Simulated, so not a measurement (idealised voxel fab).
The document below concerns the process module designated voxel gate over fins.
Pictured: cross-section cut, 155 nm wide, on a grid of 5 nm square cells.
For the purposes of this document, a cross-section shall be understood as a grid of square cells, specified as bands listed in top-to-bottom order, each band consisting of one or more rows of cells. Basically the band line says how high the top is and how high the bottom is, in nm, and then what's in it from left to right, every material with its width in nm. Empty space shows up as "blank", and if a single material carries "all across" it runs the full band edge to edge. Height reference: 0 = level under which incoming wafer is all one material. Lowest band: no bottom, runs on downward, e.g. "0..down". The two numbers in a width such as "30..40" mark its ends across the band: the first belongs to the top row of cells, the second to the bottom row, and from each row to the next the width moves by the same amount. Given "left unchanged" for a step, no cell of the cross-section differs between before and after that step. Enclosed voids (no open way to top), threshold 8 cells or more, entry "Trapped voids", notation width x height at distance, distance from left edge, nm. On a step's line, text after the settings is the simulator commenting on that step. For masked steps, "overlay nm" on the step line gives how far right of plan the mask actually lay; a minus sign means it lay to the left.
**Here's what the planned process steps look like**
1,op RECEIVE | material Si
2,op CONFORMAL_DEP | material SiN | thk nm 10
3,op DIRECTIONAL_DEP | material aC | thk nm 10
4,op PATTERN | tone cover | mask id FINS | material resist | width nm 15 | pitch nm 35 | thk nm 30 | overlay nm 0
5,op DIRECTIONAL_ETCH | etch materials aC | depth nm 10
6,op STRIP | etch materials resist
7,op DIRECTIONAL_ETCH | etch materials SiN | depth nm 10
8,op DIRECTIONAL_ETCH | etch materials Si | depth nm 40
9,op STRIP | etch materials aC
10,op FILL_DEP | material SiO2 | thk nm 10
11,op CMP | height nm 10
12,op SELECTIVE_ETCH | etch materials SiO2 | depth nm 25
13,op STRIP | etch materials SiN
14,op CONFORMAL_DEP | material HfO2 | thk nm 5
15,op CONFORMAL_DEP | material TiN | thk nm 5
16,op FILL_DEP | material W | thk nm 10
17,op CMP | height nm 15
18,op CONFORMAL_DEP | material SiN | thk nm 10
**This is the cross-section of the wafer as we received it, i.e. after step 1**
0..down = Si all across
Trapped voids: none
**Cross-section taken at module completion on the first of two wafers; processed per the plan**
25..15 = SiN all across
15..10 = W all across
10..5 = W 40 nm; TiN 70 nm; W 45 nm
5..0 = W 40 nm; TiN 5 nm; HfO2 25 nm; TiN 10 nm; HfO2 25 nm; TiN 5 nm; W 45 nm
0..-5 = W 40 nm; TiN 5 nm; HfO2 5 nm; Si 15 nm; HfO2 5 nm; TiN 10 nm; HfO2 5 nm; Si 15 nm; HfO2 5 nm; TiN 5 nm; W 45 nm
-5..-10 = TiN 45 nm; HfO2 5 nm; Si 15 nm; HfO2 5 nm; TiN 10 nm; HfO2 5 nm; Si 15 nm; HfO2 5 nm; TiN 50 nm
-10..-15 = HfO2 50 nm; Si 15 nm; HfO2 20 nm; Si 15 nm; HfO2 55 nm
-15..-40 = SiO2 50 nm; Si 15 nm; SiO2 20 nm; Si 15 nm; SiO2 55 nm
-40..down = Si all across
Trapped voids: none
**Cross-section, second wafer: same start as the first, same plan as the first, one mistake in running it; taken at the end of the module**
25..15 = SiN all across
15..5 = W all across
5..0 = W 45 nm; TiN 25 nm; W 10 nm; TiN 25 nm; W 50 nm
0..-10 = W 45 nm; TiN 5 nm; Si 15 nm; TiN 5 nm; W 10 nm; TiN 5 nm; Si 15 nm; TiN 5 nm; W 50 nm
-10..-15 = TiN 50 nm; Si 15 nm; TiN 20 nm; Si 15 nm; TiN 55 nm
-15..-40 = SiO2 50 nm; Si 15 nm; SiO2 20 nm; Si 15 nm; SiO2 55 nm
-40..down = Si all across
Trapped voids: none
Deviation noted in wafer processing: yeah, step 14 of the plan got skipped, never ran
In the final state, the cell counts of the second wafer exceed or fall short of those of the first for the following materials: HfO2: 43 fewer | W: 43 more
